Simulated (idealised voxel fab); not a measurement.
process module | voxel self aligned vias
cross-section cut | 190 nm wide | cells 5 nm
A cross-section is a grid of square cells, given in bands from the top down. A band is one or more rows of cells.
Each band's line starts with the height of the band's top and of its bottom, in nm. Then come its materials from left to right, each with its width in nm. One material with "throughout" fills the band from edge to edge. "air" is empty space.
Height 0 is the level under which the wafer as received is all one material. The lowest band goes on downwards, as in "0 down".
A width such as "30 to 40" changes by the same amount from each row of cells to the next, from the band's top row to its bottom row.
"no change" after a step means that no cell of the cross-section changed.
closed voids: empty space of 8 cells or more with no open way to the top, each as width x height at its distance from the left edge, in nm
after a step's settings: what the simulator itself notes on the step
overlay nm, on a step with a mask: how far to the right of its planned place the mask lay; to the left if negative
plan
1 op RECEIVE | material Si
2 op CONFORMAL_DEP | material SiO2 | thk nm 10
3 op CONFORMAL_DEP | material SiCN | thk nm 5
4 op DIRECTIONAL_DEP | material SiO2 | thk nm 25
5 op PATTERN | tone open | mask id LINES | material resist | width nm 25 | pitch nm 70 | thk nm 15 | overlay nm 0
6 op DIRECTIONAL_ETCH | etch materials SiO2 | depth nm 25
7 op STRIP | etch materials resist
8 op CONFORMAL_DEP | material TiN | thk nm 5
9 op FILL_DEP | material W | thk nm 10
10 op CMP | height nm 40
11 op SELECTIVE_ETCH | etch materials W Ru TiN | depth nm 5
12 op FILL_DEP | material SiN | thk nm 5
13 op CMP | height nm 40
14 op DIRECTIONAL_DEP | material SiO2 | thk nm 20
15 op MASKED_ETCH | tone open | mask id VIAS | width nm 45 | etch materials SiO2 | depth nm 20 | overlay nm 0
16 op MASKED_ETCH | tone open | mask id VIAS | width nm 45 | etch materials SiN | depth nm 5 | overlay nm 0
17 op CONFORMAL_DEP | material TiN | thk nm 5
18 op FILL_DEP | material Ru | thk nm 5
19 op CMP | height nm 60
20 op CONFORMAL_DEP | material SiCN | thk nm 5
as received, after step 1
  0 down: Si throughout
  closed voids: none
first wafer at the end, as planned
  65 to 60: SiCN throughout
  60 to 45: SiO2 35 | TiN 5 | Ru 35 | TiN 5 | SiO2 110
  45 to 40: SiO2 35 | TiN 15 | Ru 15 | TiN 15 | SiO2 110
  40 to 35: SiO2 45 | TiN 25 | SiO2 45 | SiN 25 | SiO2 50
  35 to 20: SiO2 45 | TiN 5 | W 15 | TiN 5 | SiO2 45 | TiN 5 | W 15 | TiN 5 | SiO2 50
  20 to 15: SiO2 45 | TiN 25 | SiO2 45 | TiN 25 | SiO2 50
  15 to 10: SiCN throughout
  10 to 0: SiO2 throughout
  0 down: Si throughout
  closed voids: none
second wafer at the end: like start, like plan, one mistake
  65 to 60: SiCN throughout
  60 to 45: SiO2 40 | TiN 5 | Ru 30 | TiN 5 | SiO2 110
  45 to 40: SiO2 40 | TiN 10 | Ru 15 | TiN 15 | SiO2 110
  40 to 35: SiO2 45 | TiN 25 | SiO2 45 | SiN 25 | SiO2 50
  35 to 20: SiO2 45 | TiN 5 | W 15 | TiN 5 | SiO2 45 | TiN 5 | W 15 | TiN 5 | SiO2 50
  20 to 15: SiO2 45 | TiN 25 | SiO2 45 | TiN 25 | SiO2 50
  15 to 10: SiCN throughout
  10 to 0: SiO2 throughout
  0 down: Si throughout
  closed voids: none
what went wrong: step 15 ran as: op MASKED_ETCH | tone open | mask id VIAS | width nm 40 | etch materials SiO2 | depth nm 20 | overlay nm 0
at the end the second wafer has, in cells: 3 fewer of Ru | 4 more of SiO2 | 1 fewer of TiN
